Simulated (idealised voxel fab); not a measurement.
process module | voxel capacitor over wiring
cross-section cut | 250 nm wide | cells 5 nm
A cross-section is a grid of square cells, given in bands from the top down. A band is one or more rows of cells.
Each band's line starts with the height of the band's top and of its bottom, in nm. Then come its materials from left to right, each with its width in nm. One material with "throughout" fills the band from edge to edge. "air" is empty space.
Height 0 is the level under which the wafer as received is all one material. The lowest band goes on downwards, as in "0 down".
A width such as "30 to 40" changes by the same amount from each row of cells to the next, from the band's top row to its bottom row.
"no change" after a step means that no cell of the cross-section changed.
closed voids: empty space of 8 cells or more with no open way to the top, each as width x height at its distance from the left edge, in nm
after a step's settings: what the simulator itself notes on the step
overlay nm, on a step with a mask: how far to the right of its planned place the mask lay; to the left if negative
plan
1 op RECEIVE | material Si
2 op CONFORMAL_DEP | material SiO2 | thk nm 15
3 op CONFORMAL_DEP | material SiCN | thk nm 5
4 op DIRECTIONAL_DEP | material lowk | thk nm 15
5 op DIRECTIONAL_DEP | material aC | thk nm 15
6 op PATTERN | tone open | mask id METAL_1 | material resist | width nm 30 | pitch nm 90 | thk nm 30 | overlay nm 0
7 op DIRECTIONAL_ETCH | etch materials aC | depth nm 15
8 op STRIP | etch materials resist
9 op DIRECTIONAL_ETCH | etch materials lowk | depth nm 15
10 op DIRECTIONAL_ETCH | etch materials SiCN | depth nm 5
11 op STRIP | etch materials aC
12 op CONFORMAL_DEP | material TiN | thk nm 5
13 op FILL_DEP | material Cu | thk nm 10
14 op CMP | height nm 35
15 op CONFORMAL_DEP | material SiCN | thk nm 5
16 op DIRECTIONAL_DEP | material SiO2 | thk nm 15
17 op MASKED_ETCH | tone open | mask id PLUG_1 | width nm 15 | etch materials SiO2 | depth nm 15 | overlay nm 0
18 op MASKED_ETCH | tone open | mask id PLUG_1 | width nm 15 | etch materials SiCN | depth nm 5 | overlay nm 0
19 op EPI | material Ru | thk nm 10
20 op EPI | material Ru | thk nm 10
21 op DIRECTIONAL_DEP | material TiN | thk nm 10
22 op DIRECTIONAL_DEP | material Al2O3 | thk nm 5
23 op DIRECTIONAL_DEP | material TiN | thk nm 10
24 op MASKED_ETCH | tone cover | mask id UPPER_PLATE | width nm 65 | etch materials TiN | depth nm 10 | overlay nm 0
25 op MASKED_ETCH | tone cover | mask id UPPER_PLATE | width nm 65 | etch materials Al2O3 | depth nm 5 | overlay nm 0
26 op PATTERN | tone cover | mask id LOWER_PLATE | material resist | width nm 75 | thk nm 20 | overlay nm 0
27 op DIRECTIONAL_ETCH | etch materials TiN | depth nm 10
28 op STRIP | etch materials resist
29 op FILL_DEP | material SiO2 | thk nm 15
30 op CMP | height nm 90
31 op PATTERN | tone open | mask id PLUG_2 | material resist | width nm 15 | thk nm 15 | overlay nm 0
32 op DIRECTIONAL_ETCH | etch materials SiO2 | depth nm 10
33 op STRIP | etch materials resist
34 op CONFORMAL_DEP | material TiN | thk nm 5
35 op FILL_DEP | material Ru | thk nm 5
36 op CMP | height nm 90
37 op CONFORMAL_DEP | material SiCN | thk nm 5
first wafer, as planned
as received, after step 1
  0 down: Si throughout
  closed voids: none
after step 2
  15 to 0: SiO2 throughout
  below 0: unchanged
after step 3
  20 to 15: SiCN throughout
  below 15: unchanged
after step 4
  35 to 20: lowk throughout
  below 20: unchanged
after step 5
  50 to 35: aC throughout
  below 35: unchanged
after step 6
  80 to 50: resist 65 | air 30 | resist 60 | air 30 | resist 65
  below 50: unchanged
after step 7
  65 to 50: resist 65 | air 30 | resist 60 | air 30 | resist 65
  50 to 35: aC 65 | air 30 | aC 60 | air 30 | aC 65
  below 35: unchanged
after step 8
  50 to 35: aC 65 | air 30 | aC 60 | air 30 | aC 65
  below 35: unchanged
after step 9
  50 to 35: aC 65 | air 30 | aC 60 | air 30 | aC 65
  35 to 20: lowk 65 | air 30 | lowk 60 | air 30 | lowk 65
  below 20: unchanged
after step 10
  50 to 35: aC 65 | air 30 | aC 60 | air 30 | aC 65
  35 to 20: lowk 65 | air 30 | lowk 60 | air 30 | lowk 65
  20 to 15: SiCN 65 | air 30 | SiCN 60 | air 30 | SiCN 65
  below 15: unchanged
after step 11
  35 to 20: lowk 65 | air 30 | lowk 60 | air 30 | lowk 65
  below 20: unchanged
after step 12
  40 to 35: TiN 70 | air 20 | TiN 70 | air 20 | TiN 70
  35 to 20: lowk 65 | TiN 5 | air 20 | TiN 5 | lowk 60 | TiN 5 | air 20 | TiN 5 | lowk 65
  20 to 15: SiCN 65 | TiN 30 | SiCN 60 | TiN 30 | SiCN 65
  below 15: unchanged
after step 13
  50 to 40: Cu throughout
  40 to 35: TiN 70 | Cu 20 | TiN 70 | Cu 20 | TiN 70
  35 to 20: lowk 65 | TiN 5 | Cu 20 | TiN 5 | lowk 60 | TiN 5 | Cu 20 | TiN 5 | lowk 65
  below 20: unchanged
after step 14
  35 to 20: lowk 65 | TiN 5 | Cu 20 | TiN 5 | lowk 60 | TiN 5 | Cu 20 | TiN 5 | lowk 65
  below 20: unchanged
after step 15
  40 to 35: SiCN throughout
  below 35: unchanged
after step 16
  55 to 40: SiO2 throughout
  below 40: unchanged
after step 17
  55 to 40: SiO2 80 | air 15 | SiO2 155
  below 40: unchanged
after step 18
  55 to 40: SiO2 80 | air 15 | SiO2 155
  40 to 35: SiCN 80 | air 15 | SiCN 155
  below 35: unchanged
after step 19
  55 to 45: SiO2 80 | air 15 | SiO2 155
  45 to 40: SiO2 80 | Ru 15 | SiO2 155
  40 to 35: SiCN 80 | Ru 15 | SiCN 155
  below 35: unchanged
after step 20
  55 to 40: SiO2 80 | Ru 15 | SiO2 155
  below 40: unchanged
after step 21
  65 to 55: TiN throughout
  below 55: unchanged
after step 22
  70 to 65: Al2O3 throughout
  below 65: unchanged
after step 23
  80 to 70: TiN throughout
  below 70: unchanged
after step 24
  80 to 70: air 80 | TiN 65 | air 105
  below 70: unchanged
after step 25
  80 to 70: air 80 | TiN 65 | air 105
  70 to 65: air 80 | Al2O3 65 | air 105
  below 65: unchanged
after step 26
  100 to 80: air 75 | resist 75 | air 100
  80 to 70: air 75 | resist 5 | TiN 65 | resist 5 | air 100
  70 to 65: air 75 | resist 5 | Al2O3 65 | resist 5 | air 100
  below 65: unchanged
after step 27
  100 to 80: air 75 | resist 75 | air 100
  80 to 70: air 75 | resist 5 | TiN 65 | resist 5 | air 100
  70 to 65: air 75 | resist 5 | Al2O3 65 | resist 5 | air 100
  65 to 55: air 75 | TiN 75 | air 100
  below 55: unchanged
after step 28
  80 to 70: air 80 | TiN 65 | air 105
  70 to 65: air 80 | Al2O3 65 | air 105
  below 65: unchanged
after step 29
  95 to 80: SiO2 throughout
  80 to 70: SiO2 80 | TiN 65 | SiO2 105
  70 to 65: SiO2 80 | Al2O3 65 | SiO2 105
  65 to 55: SiO2 75 | TiN 75 | SiO2 100
  below 55: unchanged
after step 30
  90 to 80: SiO2 throughout
  below 80: unchanged
after step 31
  105 to 90: resist 90 | air 15 | resist 145
  below 90: unchanged
after step 32
  105 to 90: resist 90 | air 15 | resist 145
  90 to 80: SiO2 90 | air 15 | SiO2 145
  below 80: unchanged
after step 33
  90 to 80: SiO2 90 | air 15 | SiO2 145
  below 80: unchanged
after step 34
  95 to 90: TiN 95 | air 5 | TiN 150
  90 to 85: SiO2 90 | TiN 5 | air 5 | TiN 5 | SiO2 145
  85 to 80: SiO2 90 | TiN 15 | SiO2 145
  below 80: unchanged
after step 35
  100 to 95: Ru throughout
  95 to 90: TiN 95 | Ru 5 | TiN 150
  90 to 85: SiO2 90 | TiN 5 | Ru 5 | TiN 5 | SiO2 145
  below 85: unchanged
after step 36
  90 to 85: SiO2 90 | TiN 5 | Ru 5 | TiN 5 | SiO2 145
  below 85: unchanged
after step 37
  95 to 90: SiCN throughout
  below 90: unchanged
second wafer: like start, like plan, one mistake. Through step 15 it matches the first wafer
when step 16 should have ended
  55 to 40: Cu throughout
  below 40: unchanged
when step 17 should have ended: no change
when step 18 should have ended: no change
when step 19 should have ended
  65 to 55: Ru throughout
  below 55: unchanged
when step 20 should have ended
  75 to 55: Ru throughout
  below 55: unchanged
when step 21 should have ended
  85 to 75: TiN throughout
  below 75: unchanged
when step 22 should have ended
  90 to 85: Al2O3 throughout
  below 85: unchanged
when step 23 should have ended
  100 to 90: TiN throughout
  below 90: unchanged
when step 24 should have ended
  100 to 90: air 80 | TiN 65 | air 105
  below 90: unchanged
when step 25 should have ended
  100 to 90: air 80 | TiN 65 | air 105
  90 to 85: air 80 | Al2O3 65 | air 105
  below 85: unchanged
when step 26 should have ended
  120 to 100: air 75 | resist 75 | air 100
  100 to 90: air 75 | resist 5 | TiN 65 | resist 5 | air 100
  90 to 85: air 75 | resist 5 | Al2O3 65 | resist 5 | air 100
  below 85: unchanged
when step 27 should have ended
  120 to 100: air 75 | resist 75 | air 100
  100 to 90: air 75 | resist 5 | TiN 65 | resist 5 | air 100
  90 to 85: air 75 | resist 5 | Al2O3 65 | resist 5 | air 100
  85 to 75: air 75 | TiN 75 | air 100
  below 75: unchanged
when step 28 should have ended
  100 to 90: air 80 | TiN 65 | air 105
  90 to 85: air 80 | Al2O3 65 | air 105
  below 85: unchanged
when step 29 should have ended
  115 to 100: SiO2 throughout
  100 to 90: SiO2 80 | TiN 65 | SiO2 105
  90 to 85: SiO2 80 | Al2O3 65 | SiO2 105
  85 to 75: SiO2 75 | TiN 75 | SiO2 100
  below 75: unchanged
when step 30 should have ended
  90 to 85: SiO2 80 | Al2O3 65 | SiO2 105
  below 85: unchanged
when step 31 should have ended
  105 to 90: resist 90 | air 15 | resist 145
  below 90: unchanged
when step 32 should have ended: no change
when step 33 should have ended
  90 to 85: SiO2 80 | Al2O3 65 | SiO2 105
  below 85: unchanged
when step 34 should have ended
  95 to 90: TiN throughout
  below 90: unchanged
when step 35 should have ended
  100 to 95: Ru throughout
  below 95: unchanged
when step 36 should have ended
  90 to 85: SiO2 80 | Al2O3 65 | SiO2 105
  below 85: unchanged
when step 37 should have ended
  95 to 90: SiCN throughout
  below 90: unchanged
what went wrong: step 16 ran as: op DIRECTIONAL_DEP | material Cu | thk nm 15
at the end the second wafer has, in cells: 150 more of Cu | 187 more of Ru | 3 more of SiCN | 309 fewer of SiO2 | 31 fewer of TiN
